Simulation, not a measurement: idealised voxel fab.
process module | voxel trench capacitor
cross-section cut | 210 nm wide | cells 5 nm
A cross-section is a grid of square cells, given in bands from the top down. A band is one or more rows of cells.
Each band's line starts with the height of the band's top and of its bottom, in nm. Then come its materials from left to right, each with its width in nm. One material with "throughout" fills the band from edge to edge. "air" is empty space.
Height 0 is the level under which the wafer as received is all one material. The lowest band goes on downwards, as in "0 down".
A width such as "30 to 40" changes by the same amount from each row of cells to the next, from the band's top row to its bottom row.
"no change" after a step means that no cell of the cross-section changed.
closed voids: empty space of 8 cells or more with no open way to the top, each as width x height at its distance from the left edge, in nm
after a step's settings: what the simulator itself notes on the step
overlay nm, on a step with a mask: how far to the right of its planned place the mask lay; to the left if negative
plan
1 op RECEIVE | material Si
2 op CONFORMAL_DEP | material SiN | thk nm 10
3 op DIRECTIONAL_DEP | material aC | thk nm 10
4 op PATTERN | tone open | mask id TRENCH | material resist | width nm 15 | pitch nm 30 | thk nm 30 | overlay nm 0
5 op DIRECTIONAL_ETCH | etch materials aC | depth nm 10
6 op STRIP | etch materials resist
7 op DIRECTIONAL_ETCH | etch materials SiN | depth nm 10
8 op DIRECTIONAL_ETCH | etch materials Si | depth nm 30
9 op STRIP | etch materials aC
10 op CONFORMAL_DEP | material SiO2 | thk nm 5
11 op FILL_DEP | material polySi | thk nm 10
12 op CMP | height nm 10
as received, after step 1
  0 down: Si throughout
  closed voids: none
a wafer at the end: this start, this plan, one mistake
  10 to 0: polySi 65 | SiO2 5 | polySi 5 | SiO2 5 | polySi 15 | SiO2 5 | polySi 5 | SiO2 5 | polySi 15 | SiO2 5 | polySi 5 | SiO2 5 | polySi 70
  0 to -15: Si 65 | SiO2 5 | polySi 5 | SiO2 5 | Si 15 | SiO2 5 | polySi 5 | SiO2 5 | Si 15 | SiO2 5 | polySi 5 | SiO2 5 | Si 70
  -15 to -20: Si 65 | SiO2 15 | Si 15 | SiO2 15 | Si 15 | SiO2 15 | Si 70
  -20 down: Si throughout
  closed voids: none
what went wrong: step 2 ran as: op CONFORMAL_DEP | material polySi | thk nm 10
